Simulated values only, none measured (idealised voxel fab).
Process module name: voxel self aligned contacts
Shown is cross-section cut, with a width of 200 nm and square cells of size 5 nm.
When this document writes out a cross-section, it uses a grid of square cells and lists it as bands, beginning at the top and moving down, with a band standing for one or more rows of cells. In this notation a band is specified by the heights of its top and bottom, in that order and in nm, after which its materials appear from left to right, each paired with its width in nm. The word "edge to edge" attached to a single material means that material fills the band from edge to edge; the word "blank" stands for empty space. Ref level 0: as-received wafer is one material below here. Bottom band extends down with no lower bound ("0 down"). Graded width ("30->40"): value in top row of band = first number; value in bottom row = second number; row-to-row change constant. The designation "no change occurred", where it is given for a processing step, indicates that no cell of the cross-section was altered in the course of that step. Look at "Closed internal voids" for the closed voids: empty spaces with no open path to the top, sized 8 cells or up. Each is width x height at distance, distance from the left edge, all nm. Formally, on a step line, whatever follows the settings is a remark that the simulator itself makes on the step. overlay nm: right-of-plan distance of the mask on a masked step; negative values mean left-of-plan. From here on the document is pairs. In a pair, the cross-section before one process step comes with the cross-section after it, and the latter goes no deeper than the lowest band that changed. What lies in between, the step and its settings, is written under the pair. A pair may be from a different run of this module on the same starting wafer than the pair above it, so it continues from that pair only where its entry headed "Preceding state" says so.

**Preceding state**
  45 to 30: SiN edge to edge
  30 to 0: polySi edge to edge
  0 to -5: SiO2 edge to edge
  -5 down: Si edge to edge
  Closed internal voids: none

**Post-Step Appearance**
  45 to 30: 25 blank, 30 SiN, 30 blank, 30 SiN, 30 blank, 30 SiN, 25 blank
  At heights below 30, the structure remains unaltered.
  Closed internal voids: none
The structure shown above changes from one cross-section to the other through MASKED_ETCH | tone cover | mask id GATE | width nm 30 | pitch nm 60 | etch materials SiN | depth nm 15 | overlay nm 0

Preceding state: no separate figure, the pair right above already shows it after its step.

**Post-Step Appearance**
  45 to 30: 25 blank, 30 SiN, 30 blank, 30 SiN, 30 blank, 30 SiN, 25 blank
  30 to 0: 20 blank, 35 polySi, 25 blank, 35 polySi, 25 blank, 35 polySi, 25 blank
  At heights below 0, the structure remains unaltered.
  Closed internal voids: none
The structure shown above changes from one cross-section to the other through MASKED_ETCH | tone cover | mask id GATE | width nm 35 | pitch nm 60 | etch materials polySi | depth nm 30 | overlay nm 0

Preceding state: no separate figure, the pair right above already shows it after its step.

**Post-Step Appearance**
  50 to 35: 20 blank, 40 SiN, 20 blank, 40 SiN, 20 blank, 40 SiN, 20 blank
  35 to 30: 15 blank, 45 SiN, 15 blank, 45 SiN, 15 blank, 45 SiN, 20 blank
  30 to 5: 15 blank, 5 SiN, 35 polySi, 5 SiN, 15 blank, 5 SiN, 35 polySi, 5 SiN, 15 blank, 5 SiN, 35 polySi, 5 SiN, 20 blank
  5 to 0: 20 SiN, 35 polySi, 25 SiN, 35 polySi, 25 SiN, 35 polySi, 25 SiN
  At heights below 0, the structure remains unaltered.
  Closed internal voids: none
The structure shown above changes from one cross-section to the other through CONFORMAL_DEP | material SiN | thk nm 5

Preceding state: no separate figure, the pair right above already shows it after its step.

**Post-Step Appearance**
  45 to 30: 20 blank, 40 SiN, 20 blank, 40 SiN, 20 blank, 40 SiN, 20 blank
  30 to 0: 15 blank, 5 SiN, 35 polySi, 5 SiN, 15 blank, 5 SiN, 35 polySi, 5 SiN, 15 blank, 5 SiN, 35 polySi, 5 SiN, 20 blank
  At heights below 0, the structure remains unaltered.
  Closed internal voids: none
The structure shown above changes from one cross-section to the other through DIRECTIONAL_ETCH | etch materials SiN | depth nm 5

Preceding state: no separate figure, the pair right above already shows it after its step.

**Post-Step Appearance**
  65 to 45: SiO2 edge to edge
  45 to 30: 20 SiO2, 40 SiN, 20 SiO2, 40 SiN, 20 SiO2, 40 SiN, 20 SiO2
  30 to 0: 15 SiO2, 5 SiN, 35 polySi, 5 SiN, 15 SiO2, 5 SiN, 35 polySi, 5 SiN, 15 SiO2, 5 SiN, 35 polySi, 5 SiN, 20 SiO2
  At heights below 0, the structure remains unaltered.
  Closed internal voids: none
The structure shown above changes from one cross-section to the other through FILL_DEP | material SiO2 | thk nm 20

Preceding state: no separate figure, the pair right above already shows it after its step.

**Post-Step Appearance**
  55 to 45: SiO2 edge to edge
  At heights below 45, the structure remains unaltered.
  Closed internal voids: none
The structure shown above changes from one cross-section to the other through CMP | height nm 55

Preceding state: no separate figure, the pair right above already shows it after its step.

**Post-Step Appearance**
  55 to 45: 50 SiO2, 35 blank, 25 SiO2, 35 blank, 55 SiO2
  45 to 30: 20 SiO2, 40 SiN, 20 blank, 40 SiN, 20 blank, 40 SiN, 20 SiO2
  30 to 0: 15 SiO2, 5 SiN, 35 polySi, 5 SiN, 15 blank, 5 SiN, 35 polySi, 5 SiN, 15 blank, 5 SiN, 35 polySi, 5 SiN, 20 SiO2
  0 to -5: 60 SiO2, 15 blank, 45 SiO2, 15 blank, 65 SiO2
  At heights below -5, the structure remains unaltered.
  Closed internal voids: none
The structure shown above changes from one cross-section to the other through MASKED_ETCH | tone open | mask id CONTACT | width nm 35 | pitch nm 60 | etch materials SiO2 | depth nm 60 | overlay nm 0

Preceding state: no separate figure, the pair right above already shows it after its step.

**Post-Step Appearance**
  60 to 55: 55 TiN, 25 blank, 35 TiN, 25 blank, 60 TiN
  55 to 45: 50 SiO2, 5->15 TiN, 25->10 blank, 5->10 TiN, 25 SiO2, 5->15 TiN, 25->10 blank, 5->10 TiN, 55 SiO2
  45 to 35: 20 SiO2, 40 SiN, 5 TiN, 10 blank, 5 TiN, 40 SiN, 5 TiN, 10 blank, 5 TiN, 40 SiN, 20 SiO2
  35 to 30: 20 SiO2, 40 SiN, 5 TiN, 5 blank, 10 TiN, 40 SiN, 5 TiN, 5 blank, 10 TiN, 40 SiN, 20 SiO2
  30 to 0: 15 SiO2, 5 SiN, 35 polySi, 5 SiN, 5 TiN, 5 blank, 5 TiN, 5 SiN, 35 polySi, 5 SiN, 5 TiN, 5 blank, 5 TiN, 5 SiN, 35 polySi, 5 SiN, 20 SiO2
  0 to -5: 60 SiO2, 15 TiN, 45 SiO2, 15 TiN, 65 SiO2
  At heights below -5, the structure remains unaltered.
  Closed internal voids: none
The structure shown above changes from one cross-section to the other through CONFORMAL_DEP | material TiN | thk nm 5

Preceding state: no separate figure, the pair right above already shows it after its step.

**Post-Step Appearance**
  70 to 60: W edge to edge
  60 to 55: 55 TiN, 25 W, 35 TiN, 25 W, 60 TiN
  55 to 45: 50 SiO2, 5->15 TiN, 25->10 W, 5->10 TiN, 25 SiO2, 5->15 TiN, 25->10 W, 5->10 TiN, 55 SiO2
  45 to 35: 20 SiO2, 40 SiN, 5 TiN, 10 W, 5 TiN, 40 SiN, 5 TiN, 10 W, 5 TiN, 40 SiN, 20 SiO2
  35 to 30: 20 SiO2, 40 SiN, 5 TiN, 5 W, 10 TiN, 40 SiN, 5 TiN, 5 W, 10 TiN, 40 SiN, 20 SiO2
  30 to 0: 15 SiO2, 5 SiN, 35 polySi, 5 SiN, 5 TiN, 5 W, 5 TiN, 5 SiN, 35 polySi, 5 SiN, 5 TiN, 5 W, 5 TiN, 5 SiN, 35 polySi, 5 SiN, 20 SiO2
  At heights below 0, the structure remains unaltered.
  Closed internal voids: none
The structure shown above changes from one cross-section to the other through FILL_DEP | material W | thk nm 10

Preceding state: no separate figure, the pair right above already shows it after its step.

**Post-Step Appearance**
  55 to 45: 50 SiO2, 5->15 TiN, 25->10 W, 5->10 TiN, 25 SiO2, 5->15 TiN, 25->10 W, 5->10 TiN, 55 SiO2
  At heights below 45, the structure remains unaltered.
  Closed internal voids: none
The structure shown above changes from one cross-section to the other through CMP | height nm 55

Preceding state: no separate figure, the pair right above already shows it after its step.

**Post-Step Appearance**
  60 to 55: SiN edge to edge
  At heights below 55, the structure remains unaltered.
  Closed internal voids: none
The structure shown above changes from one cross-section to the other through CONFORMAL_DEP | material SiN | thk nm 5

**Preceding state**
  45 to 30: SiN edge to edge
  30 to 0: polySi edge to edge
  0 to -5: SiO2 edge to edge
  -5 down: Si edge to edge
  Closed internal voids: none

**Post-Step Appearance**
  45 to 30: 30 blank, 35 SiN, 25 blank, 35 SiN, 25 blank, 35 SiN, 15 blank
  At heights below 30, the structure remains unaltered.
  Closed internal voids: none
The structure shown above changes from one cross-section to the other through MASKED_ETCH | tone cover | mask id GATE | width nm 35 | pitch nm 60 | etch materials SiN | depth nm 15 | overlay nm 10

Preceding state: no separate figure, the pair right above already shows it after its step.

**Post-Step Appearance**
  45 to 30: 30 blank, 35 SiN, 25 blank, 35 SiN, 25 blank, 35 SiN, 15 blank
  30 to 0: 20 blank, 45 polySi, 15 blank, 45 polySi, 15 blank, 45 polySi, 15 blank
  At heights below 0, the structure remains unaltered.
  Closed internal voids: none
The structure shown above changes from one cross-section to the other through MASKED_ETCH | tone cover | mask id GATE | width nm 35 | pitch nm 60 | etch materials polySi | depth nm 30 | overlay nm 0

Preceding state: no separate figure, the pair right above already shows it after its step.

**Post-Step Appearance**
  50 to 35: 25 blank, 45 SiN, 15 blank, 45 SiN, 15 blank, 45 SiN, 10 blank
  35 to 30: 15 blank, 55 SiN, 5 blank, 55 SiN, 5 blank, 55 SiN, 10 blank
  30 to 5: 15 blank, 5 SiN, 45 polySi, 5 SiN, 5 blank, 5 SiN, 45 polySi, 5 SiN, 5 blank, 5 SiN, 45 polySi, 5 SiN, 10 blank
  5 to 0: 20 SiN, 45 polySi, 15 SiN, 45 polySi, 15 SiN, 45 polySi, 15 SiN
  At heights below 0, the structure remains unaltered.
  Closed internal voids: none
The structure shown above changes from one cross-section to the other through CONFORMAL_DEP | material SiN | thk nm 5

Preceding state: no separate figure, the pair right above already shows it after its step.

**Post-Step Appearance**
  45 to 30: 25 blank, 45 SiN, 15 blank, 45 SiN, 15 blank, 45 SiN, 10 blank
  30 to 0: 15 blank, 5 SiN, 45 polySi, 5 SiN, 5 blank, 5 SiN, 45 polySi, 5 SiN, 5 blank, 5 SiN, 45 polySi, 5 SiN, 10 blank
  At heights below 0, the structure remains unaltered.
  Closed internal voids: none
The structure shown above changes from one cross-section to the other through DIRECTIONAL_ETCH | etch materials SiN | depth nm 5

Preceding state: no separate figure, the pair right above already shows it after its step.

**Post-Step Appearance**
  65 to 45: SiO2 edge to edge
  45 to 30: 25 SiO2, 45 SiN, 15 SiO2, 45 SiN, 15 SiO2, 45 SiN, 10 SiO2
  30 to 0: 15 SiO2, 5 SiN, 45 polySi, 5 SiN, 5 SiO2, 5 SiN, 45 polySi, 5 SiN, 5 SiO2, 5 SiN, 45 polySi, 5 SiN, 10 SiO2
  At heights below 0, the structure remains unaltered.
  Closed internal voids: none
The structure shown above changes from one cross-section to the other through FILL_DEP | material SiO2 | thk nm 20

Preceding state: no separate figure, the pair right above already shows it after its step.

**Post-Step Appearance**
  55 to 45: SiO2 edge to edge
  At heights below 45, the structure remains unaltered.
  Closed internal voids: none
The structure shown above changes from one cross-section to the other through CMP | height nm 55

Preceding state: no separate figure, the pair right above already shows it after its step.

**Post-Step Appearance**
  55 to 45: 50 SiO2, 35 blank, 25 SiO2, 35 blank, 55 SiO2
  45 to 30: 25 SiO2, 45 SiN, 15 blank, 45 SiN, 15 blank, 45 SiN, 10 SiO2
  30 to 0: 15 SiO2, 5 SiN, 45 polySi, 5 SiN, 5 blank, 5 SiN, 45 polySi, 5 SiN, 5 blank, 5 SiN, 45 polySi, 5 SiN, 10 SiO2
  0 to -5: 70 SiO2, 5 blank, 55 SiO2, 5 blank, 65 SiO2
  At heights below -5, the structure remains unaltered.
  Closed internal voids: none
The structure shown above changes from one cross-section to the other through MASKED_ETCH | tone open | mask id CONTACT | width nm 35 | pitch nm 60 | etch materials SiO2 | depth nm 60 | overlay nm 0

Preceding state: no separate figure, the pair right above already shows it after its step.

**Post-Step Appearance**
  60 to 55: 55 TiN, 25 blank, 35 TiN, 25 blank, 60 TiN
  55 to 45: 50 SiO2, 5->25 TiN, 25->5 blank, 5 TiN, 25 SiO2, 5->25 TiN, 25->5 blank, 5 TiN, 55 SiO2
  45 to 35: 25 SiO2, 45 SiN, 5 TiN, 5 blank, 5 TiN, 45 SiN, 5 TiN, 5 blank, 5 TiN, 45 SiN, 10 SiO2
  35 to 30: 25 SiO2, 45 SiN, 15 TiN, 45 SiN, 15 TiN, 45 SiN, 10 SiO2
  30 to 0: 15 SiO2, 5 SiN, 45 polySi, 5 SiN, 5 TiN, 5 SiN, 45 polySi, 5 SiN, 5 TiN, 5 SiN, 45 polySi, 5 SiN, 10 SiO2
  0 to -5: 70 SiO2, 5 TiN, 55 SiO2, 5 TiN, 65 SiO2
  At heights below -5, the structure remains unaltered.
  Closed internal voids: none
The structure shown above changes from one cross-section to the other through CONFORMAL_DEP | material TiN | thk nm 5

Preceding state: no separate figure, the pair right above already shows it after its step.

**Post-Step Appearance**
  70 to 60: W edge to edge
  60 to 55: 55 TiN, 25 W, 35 TiN, 25 W, 60 TiN
  55 to 45: 50 SiO2, 5->25 TiN, 25->5 W, 5 TiN, 25 SiO2, 5->25 TiN, 25->5 W, 5 TiN, 55 SiO2
  45 to 35: 25 SiO2, 45 SiN, 5 TiN, 5 W, 5 TiN, 45 SiN, 5 TiN, 5 W, 5 TiN, 45 SiN, 10 SiO2
  At heights below 35, the structure remains unaltered.
  Closed internal voids: none
The structure shown above changes from one cross-section to the other through FILL_DEP | material W | thk nm 10

Preceding state: no separate figure, the pair right above already shows it after its step.

**Post-Step Appearance**
  55 to 45: 50 SiO2, 5->25 TiN, 25->5 W, 5 TiN, 25 SiO2, 5->25 TiN, 25->5 W, 5 TiN, 55 SiO2
  At heights below 45, the structure remains unaltered.
  Closed internal voids: none
The structure shown above changes from one cross-section to the other through CMP | height nm 55

Preceding state: no separate figure, the pair right above already shows it after its step.

**Post-Step Appearance**
  60 to 55: SiN edge to edge
  At heights below 55, the structure remains unaltered.
  Closed internal voids: none
The structure shown above changes from one cross-section to the other through CONFORMAL_DEP | material SiN | thk nm 5

**Preceding state**
  55 to 45: 50 SiO2, 5->15 TiN, 25->5 W, 5->15 TiN, 25 SiO2, 5->15 TiN, 25->5 W, 5->15 TiN, 55 SiO2
  45 to 30: 15 SiO2, 45 SiN, 5 TiN, 5 W, 5 TiN, 45 SiN, 5 TiN, 5 W, 5 TiN, 45 SiN, 20 SiO2
  30 to 0: 15 SiO2, 5 SiN, 35 polySi, 5 SiN, 5 TiN, 5 W, 5 TiN, 5 SiN, 35 polySi, 5 SiN, 5 TiN, 5 W, 5 TiN, 5 SiN, 35 polySi, 5 SiN, 20 SiO2
  0 to -5: 60 SiO2, 15 TiN, 45 SiO2, 15 TiN, 65 SiO2
  -5 down: Si edge to edge
  Closed internal voids: none

**Post-Step Appearance**
  60 to 55: SiO2 edge to edge
  At heights below 55, the structure remains unaltered.
  Closed internal voids: none
The structure shown above changes from one cross-section to the other through CONFORMAL_DEP | material SiO2 | thk nm 5

**Preceding state**
  55 to 45: SiO2 edge to edge
  45 to 30: 15 SiO2, 45 SiN, 15 SiO2, 45 SiN, 15 SiO2, 45 SiN, 20 SiO2
  30 to 0: 15 SiO2, 5 SiN, 35 polySi, 5 SiN, 15 SiO2, 5 SiN, 35 polySi, 5 SiN, 15 SiO2, 5 SiN, 35 polySi, 5 SiN, 20 SiO2
  0 to -5: SiO2 edge to edge
  -5 down: Si edge to edge
  Closed internal voids: none

**Post-Step Appearance**
  55 to 45: 50 blank, 35 SiO2, 25 blank, 35 SiO2, 55 blank
  45 to 30: 15 blank, 45 SiN, 15 SiO2, 45 SiN, 15 SiO2, 45 SiN, 20 blank
  30 to 0: 15 blank, 5 SiN, 35 polySi, 5 SiN, 15 SiO2, 5 SiN, 35 polySi, 5 SiN, 15 SiO2, 5 SiN, 35 polySi, 5 SiN, 20 blank
  0 to -5: 15 blank, 165 SiO2, 20 blank
  At heights below -5, the structure remains unaltered.
  Closed internal voids: none
The structure shown above changes from one cross-section to the other through MASKED_ETCH | tone cover | mask id CONTACT | width nm 35 | pitch nm 60 | etch materials SiO2 | depth nm 60 | overlay nm 0

Preceding state: no separate figure, the pair right above already shows it after its step.

**Post-Step Appearance**
  60 to 55: 45 blank, 45 TiN, 15 blank, 45 TiN, 50 blank
  55 to 50: 45 blank, 5 TiN, 35 SiO2, 5 TiN, 15 blank, 5 TiN, 35 SiO2, 5 TiN, 50 blank
  50 to 45: 10 blank, 40 TiN, 35 SiO2, 25 TiN, 35 SiO2, 40 TiN, 15 blank
  45 to 30: 10 blank, 5 TiN, 45 SiN, 15 SiO2, 45 SiN, 15 SiO2, 45 SiN, 5 TiN, 15 blank
  30 to 0: 10 blank, 5 TiN, 5 SiN, 35 polySi, 5 SiN, 15 SiO2, 5 SiN, 35 polySi, 5 SiN, 15 SiO2, 5 SiN, 35 polySi, 5 SiN, 5 TiN, 15 blank
  0 to -5: 15 TiN, 165 SiO2, 20 TiN
  At heights below -5, the structure remains unaltered.
  Closed internal voids: none
The structure shown above changes from one cross-section to the other through CONFORMAL_DEP | material TiN | thk nm 5

Preceding state: no separate figure, the pair right above already shows it after its step.

**Post-Step Appearance**
  70 to 60: W edge to edge
  60 to 55: 45 W, 45 TiN, 15 W, 45 TiN, 50 W
  55 to 50: 45 W, 5 TiN, 35 SiO2, 5 TiN, 15 W, 5 TiN, 35 SiO2, 5 TiN, 50 W
  50 to 45: 10 W, 40 TiN, 35 SiO2, 25 TiN, 35 SiO2, 40 TiN, 15 W
  45 to 30: 10 W, 5 TiN, 45 SiN, 15 SiO2, 45 SiN, 15 SiO2, 45 SiN, 5 TiN, 15 W
  30 to 0: 10 W, 5 TiN, 5 SiN, 35 polySi, 5 SiN, 15 SiO2, 5 SiN, 35 polySi, 5 SiN, 15 SiO2, 5 SiN, 35 polySi, 5 SiN, 5 TiN, 15 W
  At heights below 0, the structure remains unaltered.
  Closed internal voids: none
The structure shown above changes from one cross-section to the other through FILL_DEP | material W | thk nm 10

Preceding state: no separate figure, the pair right above already shows it after its step.

**Post-Step Appearance**
  55 to 50: 45 W, 5 TiN, 35 SiO2, 5 TiN, 15 W, 5 TiN, 35 SiO2, 5 TiN, 50 W
  At heights below 50, the structure remains unaltered.
  Closed internal voids: none
The structure shown above changes from one cross-section to the other through CMP | height nm 55

Preceding state: no separate figure, the pair right above already shows it after its step.

**Post-Step Appearance**
  60 to 55: SiN edge to edge
  At heights below 55, the structure remains unaltered.
  Closed internal voids: none
The structure shown above changes from one cross-section to the other through CONFORMAL_DEP | material SiN | thk nm 5
